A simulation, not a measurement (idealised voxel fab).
This is a process module. Its name is voxel trench capacitor.
Cross-section cut spans 260 nm and uses square cells 5 nm in size.
Cross-section format: a grid of square cells, given as bands from top to bottom; each band is one or more rows of cells. A band entry consists of two parts. The first gives the height of the band's top and the height of its bottom, in nm. The rest lists the band's materials from left to right, each with its width in nm. A single material labelled with the word "everywhere" fills the band from edge to edge, and the word "blank" marks empty space. Heights are measured from 0, the level below which the as-received wafer is all one material; the lowest band has no bottom and continues downward, written as in "0..down". The expression "30->40" gives the width at the extremes of the band, the first number at its top row of cells and the second at its bottom row, with the width changing by equal amounts from each row to the next in between. The cross-section has no changed cell in any step marked "no alterations made". "Trapped void list": empty spaces of 8 cells or more with no open way to the top, each given as width x height at distance, distance from the left edge, all in nm. If you see something after the settings on a step's line, that's the simulator's own remark about that step. "overlay nm" on a masked step: distance the mask lay right of its planned place, negative for left.
**The following list gives the planned process steps**
1) RECEIVE (material Si)
2) CONFORMAL_DEP (material SiN; thk nm 5)
3) DIRECTIONAL_DEP (material aC; thk nm 15)
4) PATTERN (tone open; mask id TRENCH; material resist; width nm 25; pitch nm 45; thk nm 30; overlay nm 0)
5) DIRECTIONAL_ETCH (etch materials aC; depth nm 15)
6) STRIP (etch materials resist)
7) DIRECTIONAL_ETCH (etch materials SiN; depth nm 5)
8) DIRECTIONAL_ETCH (etch materials Si; depth nm 35)
9) STRIP (etch materials aC)
10) CONFORMAL_DEP (material Al2O3; thk nm 5)
11) FILL_DEP (material polySi; thk nm 10)
12) CMP (height nm 5)
**This is the cross-section of the wafer as we received it, i.e. after step 1**
* 0..down  Si everywhere
* Trapped void list: none
**first wafer at the end, as planned**
* 5..0  SiN 70 nm / Al2O3 5 nm / polySi 15 nm / Al2O3 5 nm / SiN 20 nm / Al2O3 5 nm / polySi 15 nm / Al2O3 5 nm / SiN 20 nm / Al2O3 5 nm / polySi 15 nm / Al2O3 5 nm / SiN 75 nm
* 0..-30  Si 70 nm / Al2O3 5 nm / polySi 15 nm / Al2O3 5 nm / Si 20 nm / Al2O3 5 nm / polySi 15 nm / Al2O3 5 nm / Si 20 nm / Al2O3 5 nm / polySi 15 nm / Al2O3 5 nm / Si 75 nm
* -30..-35  Si 70 nm / Al2O3 25 nm / Si 20 nm / Al2O3 25 nm / Si 20 nm / Al2O3 25 nm / Si 75 nm
* -35..down  Si everywhere
* Trapped void list: none
**Cross-section of the latter of the two wafers at module completion. It had an identical start and an identical plan to the former; in running it, one mistake was made**
* 5..0  polySi 65 nm / Al2O3 5 nm / SiN 25 nm / Al2O3 5 nm / polySi 10 nm / Al2O3 5 nm / SiN 25 nm / Al2O3 5 nm / polySi 10 nm / Al2O3 5 nm / SiN 25 nm / Al2O3 5 nm / polySi 70 nm
* 0..-30  polySi 65 nm / Al2O3 5 nm / Si 25 nm / Al2O3 5 nm / polySi 10 nm / Al2O3 5 nm / Si 25 nm / Al2O3 5 nm / polySi 10 nm / Al2O3 5 nm / Si 25 nm / Al2O3 5 nm / polySi 70 nm
* -30..-35  Al2O3 70 nm / Si 25 nm / Al2O3 20 nm / Si 25 nm / Al2O3 20 nm / Si 25 nm / Al2O3 75 nm
* -35..down  Si everywhere
* Trapped void list: none
Against the plan, the run slipped here: step 4 changed vs plan, executed as PATTERN (tone cover; mask id TRENCH; material resist; width nm 25; pitch nm 45; thk nm 30; overlay nm 0)
Wrapping up, a cell-based count of both wafers puts the second over or under the first for these materials: 22 more of Al2O3, 154 fewer of Si, 22 fewer of SiN, 154 more of polySi
